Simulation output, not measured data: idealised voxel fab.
Herein follows the process module entitled voxel gate over fins.
Cross-section cut spans 225 nm and uses square cells 5 nm in size.
When this document writes out a cross-section, it uses a grid of square cells and lists it as bands, beginning at the top and moving down, with a band standing for one or more rows of cells. Heads up on the band format: heights come first, top then bottom, in nm. After that it's the materials left to right, each with its width in nm. A single material flagged "throughout" fills the whole band edge to edge, and "empty" means there's empty space there. Measure heights from 0. That's the level where, below it, the as-received wafer is all one material. The lowest band is bottomless and extends downward; write it as in "0 nm and below". A two-number width, for instance "30 to 40", indicates that the width is equal to the first number in the top row of the band and to the second number in the bottom row, and that it changes by a constant amount per row of cells. "no modification" after a step means that no cell of the cross-section changed. Closed-off voids of 8+ cells (no open route to the top) go in "Sealed-off cavities", written width x height at distance from the left edge, in nm. On each step's line, the part that comes after the settings is the simulator's own comment on the step. Among the settings permitted on a step's line is "overlay nm"; applied to a step with a mask, it specifies the extent to which the mask lay to the right of its planned position, whereas a negative figure signifies a position to the left.

[Planned step list for the process]
1. RECEIVE [material Si]
2. CONFORMAL_DEP [material SiN] [thk nm 10]
3. MASKED_ETCH [tone cover] [mask id FINS] [width nm 15] [pitch nm 60] [etch materials SiN] [depth nm 10] [overlay nm 0]
4. MASKED_ETCH [tone cover] [mask id FINS] [width nm 15] [pitch nm 60] [etch materials Si] [depth nm 40] [overlay nm 0]
5. OXIDIZE [depth nm 5]
6. FILL_DEP [material SiO2] [thk nm 10]
7. CMP [height nm 10]
8. MASKED_ETCH [tone open] [mask id RAIL] [width nm 15] [etch materials SiO2] [depth nm 45] [overlay nm 0]
9. CONFORMAL_DEP [material TiN] [thk nm 5]
10. FILL_DEP [material W] [thk nm 10]
11. CMP [height nm 10]
12. SELECTIVE_ETCH [etch materials W Ru TiN] [depth nm 30]
13. FILL_DEP [material SiO2] [thk nm 5]
14. CMP [height nm 10]
15. SELECTIVE_ETCH [etch materials SiO2] [depth nm 20]
16. STRIP [etch materials SiN]
17. CONFORMAL_DEP [material HfO2] [thk nm 5]
18. CONFORMAL_DEP [material TiN] [thk nm 5]
19. FILL_DEP [material W] [thk nm 15]
20. CMP [height nm 20]
21. CONFORMAL_DEP [material SiCN] [thk nm 5]

[as received, after step 1]
* 0 nm and below | Si throughout
* Sealed-off cavities: none

[Here's the wafer cut in cross-section after the module, started and planned just like above, except one thing was done wrong in the run]
* 25 nm to 20 nm | SiCN throughout
* 20 nm to 10 nm | W throughout
* 10 nm to 5 nm | W (40) / TiN (25) / W (35) / TiN (25) / W (35) / TiN (25) / W (40)
* 5 nm to 0 nm | W (40) / TiN (5) / HfO2 (15) / TiN (5) / W (35) / TiN (5) / HfO2 (15) / TiN (5) / W (35) / TiN (5) / HfO2 (15) / TiN (5) / W (40)
* 0 nm to -5 nm | TiN (45) / HfO2 (5) / Si (5) / HfO2 (5) / TiN (45) / HfO2 (5) / Si (5) / HfO2 (5) / TiN (45) / HfO2 (5) / Si (5) / HfO2 (5) / TiN (45)
* -5 nm to -10 nm | HfO2 (50) / Si (5) / HfO2 (55) / Si (5) / HfO2 (55) / Si (5) / HfO2 (50)
* -10 nm to -20 nm | SiO2 (50) / Si (5) / SiO2 (55) / Si (5) / SiO2 (55) / Si (5) / SiO2 (50)
* -20 nm to -30 nm | W (40) / TiN (5) / SiO2 (5) / Si (5) / SiO2 (5) / TiN (5) / W (5) / TiN (5) / SiO2 (15) / TiN (5) / W (5) / TiN (5) / SiO2 (5) / Si (5) / SiO2 (5) / TiN (5) / W (35) / TiN (5) / SiO2 (5) / Si (5) / SiO2 (5) / TiN (5) / W (40)
* -30 nm to -35 nm | TiN (45) / SiO2 (5) / Si (5) / SiO2 (5) / TiN (15) / SiO2 (15) / TiN (15) / SiO2 (5) / Si (5) / SiO2 (5) / TiN (45) / SiO2 (5) / Si (5) / SiO2 (5) / TiN (45)
* -35 nm to -45 nm | SiO2 (50) / Si (5) / SiO2 (55) / Si (5) / SiO2 (55) / Si (5) / SiO2 (50)
* -45 nm and below | Si throughout
* Sealed-off cavities: none
What broke from the plan during processing? step 8 ran as: MASKED_ETCH [tone cover] [mask id RAIL] [width nm 15] [etch materials SiO2] [depth nm 45] [overlay nm 0]
